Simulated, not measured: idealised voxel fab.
voxel wiring stack: a process module
Pictured: cross-section cut, 280 nm wide, on a grid of 5 nm square cells.
Cross-section = grid of square cells, listed top down in bands; band = one or more rows. Heads up on the band format: heights come first, top then bottom, in nm. After that it's the materials left to right, each with its width in nm. A single material flagged "full width" fills the whole band edge to edge, and "empty" means there's empty space there. Measure heights from 0. That's the level where, below it, the as-received wafer is all one material. The lowest band is bottomless and extends downward; write it as in "0 -> down". Graded width ("30..40"): value in top row of band = first number; value in bottom row = second number; row-to-row change constant. You'll sometimes find "stayed the same" written for a step, and that's the way of saying that nowhere in the cross-section did a cell change during that step. "Enclosed cavity list" contains a list of empty spaces, each no smaller than 8 cells and without an open way to the top, written in the form width x height at distance with the distance from the left edge and all three in nm. Heads up: the bit after the settings on a step's line is the simulator's remark on that step. The line of a step may include "overlay nm". On a step with a mask, this value is how far to the right of its planned place the mask lay. A negative value means the mask lay to the left.
# Steps in the process plan
1: RECEIVE [material Si]
2: CONFORMAL_DEP [material SiO2] [thk nm 10]
3: DIRECTIONAL_DEP [material TiN] [thk nm 5]
4: DIRECTIONAL_DEP [material Ru] [thk nm 20]
5: PATTERN [tone cover] [mask id METAL_1] [material resist] [width nm 20] [pitch nm 40] [thk nm 20] [overlay nm 0]
6: DIRECTIONAL_ETCH [etch materials Ru] [depth nm 20]
7: DIRECTIONAL_ETCH [etch materials TiN] [depth nm 5]
8: STRIP [etch materials resist]
9: FILL_DEP [material SiO2] [thk nm 10]
10: CMP [height nm 35]
11: CONFORMAL_DEP [material SiCN] [thk nm 5]
12: DIRECTIONAL_DEP [material lowk] [thk nm 10]
13: MASKED_ETCH [tone open] [mask id PLUG_1] [width nm 15] [etch materials lowk] [depth nm 10] [overlay nm 0]
14: MASKED_ETCH [tone open] [mask id PLUG_1] [width nm 15] [etch materials SiCN] [depth nm 5] [overlay nm 0]
15: CONFORMAL_DEP [material TiN] [thk nm 5]
16: FILL_DEP [material Ru] [thk nm 10]
17: CMP [height nm 50]
18: CONFORMAL_DEP [material SiCN] [thk nm 5]
19: DIRECTIONAL_DEP [material SiO2] [thk nm 15]
20: MASKED_ETCH [tone open] [mask id METAL_2] [width nm 20] [pitch nm 40] [etch materials SiO2] [depth nm 15] [overlay nm 0]
21: MASKED_ETCH [tone open] [mask id METAL_2] [width nm 20] [pitch nm 40] [etch materials SiCN] [depth nm 5] [overlay nm 0]
22: CONFORMAL_DEP [material TiN] [thk nm 5]
23: FILL_DEP [material Ru] [thk nm 10]
24: CMP [height nm 70]
25: EPI [material Ru] [thk nm 5]
26: FILL_DEP [material SiCN] [thk nm 5]
# The first of two wafers, run as planned
# as received, after step 1
    0 -> down = Si full width
    Enclosed cavity list: none
# Wafer after step 2 (cross-section)
    10 -> 0 = SiO2 full width
    Heights below 0 show no change.
# Wafer after step 3 (cross-section)
    15 -> 10 = TiN full width
    Heights below 10 show no change.
# Wafer after step 4 (cross-section)
    35 -> 15 = Ru full width
    Heights below 15 show no change.
# Wafer after step 5 (cross-section)
    55 -> 35 = 110 of empty  20 of resist  20 of empty  20 of resist  110 of empty
    Heights below 35 show no change.
# Wafer after step 6 (cross-section)
    55 -> 35 = 110 of empty  20 of resist  20 of empty  20 of resist  110 of empty
    35 -> 15 = 110 of empty  20 of Ru  20 of empty  20 of Ru  110 of empty
    Heights below 15 show no change.
# Wafer after step 7 (cross-section)
    55 -> 35 = 110 of empty  20 of resist  20 of empty  20 of resist  110 of empty
    35 -> 15 = 110 of empty  20 of Ru  20 of empty  20 of Ru  110 of empty
    15 -> 10 = 110 of empty  20 of TiN  20 of empty  20 of TiN  110 of empty
    Heights below 10 show no change.
# Wafer after step 8 (cross-section)
    35 -> 15 = 110 of empty  20 of Ru  20 of empty  20 of Ru  110 of empty
    Heights below 15 show no change.
# Wafer after step 9 (cross-section)
    45 -> 35 = SiO2 full width
    35 -> 15 = 110 of SiO2  20 of Ru  20 of SiO2  20 of Ru  110 of SiO2
    15 -> 10 = 110 of SiO2  20 of TiN  20 of SiO2  20 of TiN  110 of SiO2
    Heights below 10 show no change.
# Wafer after step 10 (cross-section)
    35 -> 15 = 110 of SiO2  20 of Ru  20 of SiO2  20 of Ru  110 of SiO2
    Heights below 15 show no change.
# Wafer after step 11 (cross-section)
    40 -> 35 = SiCN full width
    Heights below 35 show no change.
# Wafer after step 12 (cross-section)
    50 -> 40 = lowk full width
    Heights below 40 show no change.
# Wafer after step 13 (cross-section)
    50 -> 40 = 110 of lowk  15 of empty  155 of lowk
    Heights below 40 show no change.
# Wafer after step 14 (cross-section)
    50 -> 40 = 110 of lowk  15 of empty  155 of lowk
    40 -> 35 = 110 of SiCN  15 of empty  155 of SiCN
    Heights below 35 show no change.
# Wafer after step 15 (cross-section)
    55 -> 50 = 115 of TiN  5 of empty  160 of TiN
    50 -> 40 = 110 of lowk  5 of TiN  5 of empty  5 of TiN  155 of lowk
    40 -> 35 = 110 of SiCN  15 of TiN  155 of SiCN
    Heights below 35 show no change.
# Wafer after step 16 (cross-section)
    65 -> 55 = Ru full width
    55 -> 50 = 115 of TiN  5 of Ru  160 of TiN
    50 -> 40 = 110 of lowk  5 of TiN  5 of Ru  5 of TiN  155 of lowk
    Heights below 40 show no change.
# Wafer after step 17 (cross-section)
    50 -> 40 = 110 of lowk  5 of TiN  5 of Ru  5 of TiN  155 of lowk
    Heights below 40 show no change.
# Wafer after step 18 (cross-section)
    55 -> 50 = SiCN full width
    Heights below 50 show no change.
# Wafer after step 19 (cross-section)
    70 -> 55 = SiO2 full width
    Heights below 55 show no change.
# Wafer after step 20 (cross-section)
    70 -> 55 = 110 of SiO2  20 of empty  20 of SiO2  20 of empty  110 of SiO2
    Heights below 55 show no change.
# Wafer after step 21 (cross-section)
    70 -> 55 = 110 of SiO2  20 of empty  20 of SiO2  20 of empty  110 of SiO2
    55 -> 50 = 110 of SiCN  20 of empty  20 of SiCN  20 of empty  110 of SiCN
    Heights below 50 show no change.
# Wafer after step 22 (cross-section)
    75 -> 70 = 115 of TiN  10 of empty  30 of TiN  10 of empty  115 of TiN
    70 -> 55 = 110 of SiO2  5 of TiN  10 of empty  5 of TiN  20 of SiO2  5 of TiN  10 of empty  5 of TiN  110 of SiO2
    55 -> 50 = 110 of SiCN  20 of TiN  20 of SiCN  20 of TiN  110 of SiCN
    Heights below 50 show no change.
# Wafer after step 23 (cross-section)
    85 -> 75 = Ru full width
    75 -> 70 = 115 of TiN  10 of Ru  30 of TiN  10 of Ru  115 of TiN
    70 -> 55 = 110 of SiO2  5 of TiN  10 of Ru  5 of TiN  20 of SiO2  5 of TiN  10 of Ru  5 of TiN  110 of SiO2
    Heights below 55 show no change.
# Wafer after step 24 (cross-section)
    70 -> 55 = 110 of SiO2  5 of TiN  10 of Ru  5 of TiN  20 of SiO2  5 of TiN  10 of Ru  5 of TiN  110 of SiO2
    Heights below 55 show no change.
# Wafer after step 25 (cross-section)
    75 -> 70 = 105 of empty  30 of Ru  10 of empty  30 of Ru  105 of empty
    Heights below 70 show no change.
# Wafer after step 26 (cross-section)
    80 -> 75 = SiCN full width
    75 -> 70 = 105 of SiCN  30 of Ru  10 of SiCN  30 of Ru  105 of SiCN
    Heights below 70 show no change.
# Here the second wafer is described. Its start and its plan were those of the first wafer. Its run contained one mistake. Up to and including step 19, it did exactly what the first wafer did
# Look at the second wafer in cross-section at the time step 20 ought to have finished
    70 -> 55 = 120 of SiO2  20 of empty  20 of SiO2  20 of empty  100 of SiO2
    Heights below 55 show no change.
# Look at the second wafer in cross-section at the time step 21 ought to have finished
    70 -> 55 = 120 of SiO2  20 of empty  20 of SiO2  20 of empty  100 of SiO2
    55 -> 50 = 120 of SiCN  10 of empty  30 of SiCN  10 of empty  110 of SiCN
    Heights below 50 show no change.
# Look at the second wafer in cross-section at the time step 22 ought to have finished
    75 -> 70 = 125 of TiN  10 of empty  30 of TiN  10 of empty  105 of TiN
    70 -> 60 = 120 of SiO2  5 of TiN  10 of empty  5 of TiN  20 of SiO2  5 of TiN  10 of empty  5 of TiN  100 of SiO2
    60 -> 55 = 120 of SiO2  20 of TiN  20 of SiO2  20 of TiN  100 of SiO2
    55 -> 50 = 120 of SiCN  10 of TiN  30 of SiCN  10 of TiN  110 of SiCN
    Heights below 50 show no change.
# Look at the second wafer in cross-section at the time step 23 ought to have finished
    85 -> 75 = Ru full width
    75 -> 70 = 125 of TiN  10 of Ru  30 of TiN  10 of Ru  105 of TiN
    70 -> 60 = 120 of SiO2  5 of TiN  10 of Ru  5 of TiN  20 of SiO2  5 of TiN  10 of Ru  5 of TiN  100 of SiO2
    Heights below 60 show no change.
# Look at the second wafer in cross-section at the time step 24 ought to have finished
    70 -> 60 = 120 of SiO2  5 of TiN  10 of Ru  5 of TiN  20 of SiO2  5 of TiN  10 of Ru  5 of TiN  100 of SiO2
    Heights below 60 show no change.
# Look at the second wafer in cross-section at the time step 25 ought to have finished
    75 -> 70 = 115 of empty  30 of Ru  10 of empty  30 of Ru  95 of empty
    Heights below 70 show no change.
# Look at the second wafer in cross-section at the time step 26 ought to have finished
    80 -> 75 = SiCN full width
    75 -> 70 = 115 of SiCN  30 of Ru  10 of SiCN  30 of Ru  95 of SiCN
    Heights below 70 show no change.
Finding, execution versus plan: planned and actual differ for step 20; actual: MASKED_ETCH [tone open] [mask id METAL_2] [width nm 20] [pitch nm 40] [etch materials SiO2] [depth nm 15] [overlay nm 10]
End of process, cell counts, second wafer against first, materials with more or fewer: 4 fewer of Ru; 4 more of SiCN
